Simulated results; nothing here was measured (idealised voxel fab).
You're looking at the process module voxel transistor to metal.
250 nm wide, 5 nm square cells: that's cross-section cut.
Square cells in a grid make up a cross-section in this document, and the grid is given as bands, listed from the top down, each one or more rows of cells.
Within each band entry, the heights of the top and of the bottom of the band appear first, in that order and in nm; the materials of the band then follow from left to right, each with its corresponding width in nm. The designation "all across" on a single material indicates that it fills the band from edge to edge; the designation "blank" indicates empty space.
Heads up on the height convention: 0 is the point under which the incoming wafer is all one material, and the lowest band has no bottom, it just keeps going down, like "0 and below".
When a width is written as two numbers, as in "30 to 40", the first number is the width in the top row of cells of the band and the second is the width in its bottom row, and the width changes by the same amount from each row to the next.
"remains unaltered" means the step left every cell of the cross-section as it was.
Closed-off voids of 8+ cells (no open route to the top) go in "Listed closed voids", written width x height at distance from the left edge, in nm.
Past the settings on a step's line: simulator remark, on that step.
overlay nm, on a step with a mask: how far to the right of its planned place the mask lay; to the left if negative
The planned process steps are enumerated hereunder
1) RECEIVE, material Si
2) OXIDIZE, depth nm 5
3) CONFORMAL_DEP, material SiN, thk nm 15
4) PATTERN, tone cover, mask id ACTIVE, material resist, width nm 100, pitch nm 120, thk nm 15, overlay nm 0
5) DIRECTIONAL_ETCH, etch materials SiN, depth nm 15
6) DIRECTIONAL_ETCH, etch materials SiO2, depth nm 5
7) DIRECTIONAL_ETCH, etch materials Si, depth nm 35
8) STRIP, etch materials resist
9) OXIDIZE, depth nm 5
10) FILL_DEP, material SiO2, thk nm 5
11) CMP, height nm 15
12) SELECTIVE_ETCH, etch materials SiO2, depth nm 15
13) STRIP, etch materials SiN
14) SELECTIVE_ETCH, etch materials SiO2, depth nm 5
15) OXIDIZE, depth nm 5
16) DIRECTIONAL_DEP, material polySi, thk nm 30
17) DIRECTIONAL_DEP, material SiCN, thk nm 10
18) MASKED_ETCH, tone cover, mask id GATE, width nm 20, pitch nm 120, etch materials SiCN, depth nm 20, overlay nm 0
19) MASKED_ETCH, tone cover, mask id GATE, width nm 20, pitch nm 120, etch materials polySi, depth nm 40, overlay nm 0
20) CONFORMAL_DEP, material SiO2, thk nm 5
21) DIRECTIONAL_ETCH, etch materials SiO2, depth nm 5
22) CONFORMAL_DEP, material SiN, thk nm 5
23) DIRECTIONAL_ETCH, etch materials SiN, depth nm 5
24) DIRECTIONAL_ETCH, etch materials SiO2, depth nm 5
25) DIRECTIONAL_ETCH, etch materials Si, depth nm 15
26) EPI, material pSi, thk nm 15
27) FILL_DEP, material SiO2, thk nm 10
28) CMP, height nm 35
29) DIRECTIONAL_DEP, material SiO2, thk nm 15
30) MASKED_ETCH, tone open, mask id CONTACT, width nm 20, etch materials SiO2, depth nm 60, overlay nm 0
31) CONFORMAL_DEP, material TiN, thk nm 5
32) FILL_DEP, material Ru, thk nm 10
33) CMP, height nm 50
34) CONFORMAL_DEP, material SiN, thk nm 5
35) DIRECTIONAL_DEP, material lowk, thk nm 25
36) DIRECTIONAL_DEP, material aC, thk nm 10
37) PATTERN, tone open, mask id METAL_1, material resist, width nm 20, thk nm 25, overlay nm 0
38) DIRECTIONAL_ETCH, etch materials aC, depth nm 10
39) STRIP, etch materials resist
40) DIRECTIONAL_ETCH, etch materials lowk, depth nm 25
41) DIRECTIONAL_ETCH, etch materials SiN, depth nm 5
42) STRIP, etch materials aC
43) CONFORMAL_DEP, material TiN, thk nm 5
44) FILL_DEP, material Cu, thk nm 5
45) CMP, height nm 80
46) CONFORMAL_DEP, material SiCN, thk nm 5
47) DIRECTIONAL_DEP, material lowk, thk nm 25
48) PATTERN, tone open, mask id METAL_2, material resist, width nm 20, pitch nm 120, thk nm 20, overlay nm 0
49) DIRECTIONAL_ETCH, etch materials lowk, depth nm 15
50) STRIP, etch materials resist
51) PATTERN, tone open, mask id METAL_2_HOLES, material resist, width nm 15, pitch nm 120, thk nm 20, overlay nm 0
52) DIRECTIONAL_ETCH, etch materials lowk, depth nm 10
53) DIRECTIONAL_ETCH, etch materials SiCN, depth nm 5
54) STRIP, etch materials resist
55) CONFORMAL_DEP, material TiN, thk nm 5
56) FILL_DEP, material Cu, thk nm 10
57) CMP, height nm 110
58) CONFORMAL_DEP, material SiN, thk nm 5
Incoming wafer, cross-sectional view, post step 1
  0 and below | Si all across
  Listed closed voids: none
Sectioned view, first of two wafers, at the close of the module, processed as intended in the plan
  115 down to 110 | SiN all across
  110 down to 100 | 20 lowk  5 TiN  10 Cu  5 TiN  100 lowk  5 TiN  10 Cu  5 TiN  90 lowk
  100 down to 95 | 20 lowk  5 TiN  5 Cu  10 TiN  100 lowk  5 TiN  5 Cu  10 TiN  90 lowk
  95 down to 85 | 20 lowk  5 TiN  5 Cu  5 TiN  105 lowk  5 TiN  5 Cu  5 TiN  95 lowk
  85 down to 80 | 20 SiCN  15 TiN  105 SiCN  15 TiN  95 SiCN
  80 down to 55 | 20 lowk  5 TiN  10 Cu  5 TiN  50 lowk  5 TiN  10 Cu  5 TiN  30 lowk  5 TiN  10 Cu  5 TiN  50 lowk  5 TiN  10 Cu  5 TiN  20 lowk
  55 down to 50 | 20 SiN  20 TiN  50 SiN  20 TiN  30 SiN  20 TiN  50 SiN  20 TiN  20 SiN
  50 down to 35 | 20 SiO2  5 TiN  10 Ru  5 TiN  50 SiO2  5 TiN  10 Ru  5 TiN  30 SiO2  5 TiN  10 Ru  5 TiN  50 SiO2  5 TiN  10 Ru  5 TiN  20 SiO2
  35 down to 25 | 20 SiO2  5 TiN  10 Ru  5 TiN  5 SiO2  5 SiN  5 SiO2  20 SiCN  5 SiO2  5 SiN  5 SiO2  5 TiN  10 Ru  5 TiN  30 SiO2  5 TiN  10 Ru  5 TiN  5 SiO2  5 SiN  5 SiO2  20 SiCN  5 SiO2  5 SiN  5 SiO2  5 TiN  10 Ru  5 TiN  20 SiO2
  25 down to 10 | 20 SiO2  5 TiN  10 Ru  5 TiN  5 SiO2  5 SiN  5 SiO2  20 polySi  5 SiO2  5 SiN  5 SiO2  5 TiN  10 Ru  5 TiN  30 SiO2  5 TiN  10 Ru  5 TiN  5 SiO2  5 SiN  5 SiO2  20 polySi  5 SiO2  5 SiN  5 SiO2  5 TiN  10 Ru  5 TiN  20 SiO2
  10 down to 5 | 20 SiO2  20 TiN  5 SiO2  5 SiN  5 SiO2  20 polySi  5 SiO2  5 SiN  5 SiO2  20 TiN  30 SiO2  20 TiN  5 SiO2  5 SiN  5 SiO2  20 polySi  5 SiO2  5 SiN  5 SiO2  20 TiN  20 SiO2
  5 down to -5 | 20 SiO2  10 TiN  15 pSi  5 SiN  5 SiO2  20 polySi  5 SiO2  5 SiN  15 pSi  10 TiN  30 SiO2  10 TiN  15 pSi  5 SiN  5 SiO2  20 polySi  5 SiO2  5 SiN  15 pSi  10 TiN  20 SiO2
  -5 down to -10 | 20 SiO2  10 TiN  15 pSi  40 SiO2  15 pSi  10 TiN  30 SiO2  10 TiN  15 pSi  40 SiO2  15 pSi  10 TiN  20 SiO2
  -10 down to -25 | 20 SiO2  25 pSi  40 Si  25 pSi  30 SiO2  25 pSi  40 Si  25 pSi  20 SiO2
  -25 down to -45 | 20 SiO2  90 Si  30 SiO2  90 Si  20 SiO2
  -45 and below | Si all across
  Listed closed voids: none
Now the second wafer, cross-sectioned at the end of the module. Nothing different at the start, nothing different in the plan compared with the first, just one mistake when it was actually run
  115 down to 110 | SiN all across
  110 down to 100 | 20 lowk  5 TiN  10 Cu  5 TiN  100 lowk  5 TiN  10 Cu  5 TiN  90 lowk
  100 down to 95 | 20 lowk  5 TiN  5 Cu  10 TiN  100 lowk  5 TiN  5 Cu  10 TiN  90 lowk
  95 down to 85 | 20 lowk  5 TiN  5 Cu  5 TiN  105 lowk  5 TiN  5 Cu  5 TiN  95 lowk
  85 down to 80 | 20 SiCN  15 TiN  105 SiCN  15 TiN  95 SiCN
  80 down to 55 | 15 lowk  5 TiN  20 Cu  5 TiN  40 lowk  5 TiN  20 Cu  5 TiN  20 lowk  5 TiN  20 Cu  5 TiN  40 lowk  5 TiN  20 Cu  5 TiN  15 lowk
  55 down to 50 | 15 SiN  30 TiN  40 SiN  30 TiN  20 SiN  30 TiN  40 SiN  30 TiN  15 SiN
  50 down to 35 | 20 SiO2  5 TiN  10 Ru  5 TiN  50 SiO2  5 TiN  10 Ru  5 TiN  30 SiO2  5 TiN  10 Ru  5 TiN  50 SiO2  5 TiN  10 Ru  5 TiN  20 SiO2
  35 down to 25 | 20 SiO2  5 TiN  10 Ru  5 TiN  5 SiO2  5 SiN  5 SiO2  20 SiCN  5 SiO2  5 SiN  5 SiO2  5 TiN  10 Ru  5 TiN  30 SiO2  5 TiN  10 Ru  5 TiN  5 SiO2  5 SiN  5 SiO2  20 SiCN  5 SiO2  5 SiN  5 SiO2  5 TiN  10 Ru  5 TiN  20 SiO2
  25 down to 10 | 20 SiO2  5 TiN  10 Ru  5 TiN  5 SiO2  5 SiN  5 SiO2  20 polySi  5 SiO2  5 SiN  5 SiO2  5 TiN  10 Ru  5 TiN  30 SiO2  5 TiN  10 Ru  5 TiN  5 SiO2  5 SiN  5 SiO2  20 polySi  5 SiO2  5 SiN  5 SiO2  5 TiN  10 Ru  5 TiN  20 SiO2
  10 down to 5 | 20 SiO2  20 TiN  5 SiO2  5 SiN  5 SiO2  20 polySi  5 SiO2  5 SiN  5 SiO2  20 TiN  30 SiO2  20 TiN  5 SiO2  5 SiN  5 SiO2  20 polySi  5 SiO2  5 SiN  5 SiO2  20 TiN  20 SiO2
  5 down to -5 | 20 SiO2  10 TiN  15 pSi  5 SiN  5 SiO2  20 polySi  5 SiO2  5 SiN  15 pSi  10 TiN  30 SiO2  10 TiN  15 pSi  5 SiN  5 SiO2  20 polySi  5 SiO2  5 SiN  15 pSi  10 TiN  20 SiO2
  -5 down to -10 | 20 SiO2  10 TiN  15 pSi  40 SiO2  15 pSi  10 TiN  30 SiO2  10 TiN  15 pSi  40 SiO2  15 pSi  10 TiN  20 SiO2
  -10 down to -25 | 20 SiO2  25 pSi  40 Si  25 pSi  30 SiO2  25 pSi  40 Si  25 pSi  20 SiO2
  -25 down to -45 | 20 SiO2  90 Si  30 SiO2  90 Si  20 SiO2
  -45 and below | Si all across
  Listed closed voids: none
what went wrong: it should be noted that step 37 was executed with settings other than those planned, the operation and settings actually applied being PATTERN, tone open, mask id METAL_1, material resist, width nm 30, thk nm 25, overlay nm 0
End of process, cell counts, second wafer against first, materials with more or fewer: +40 Cu, -8 SiN, +8 TiN, -40 lowk
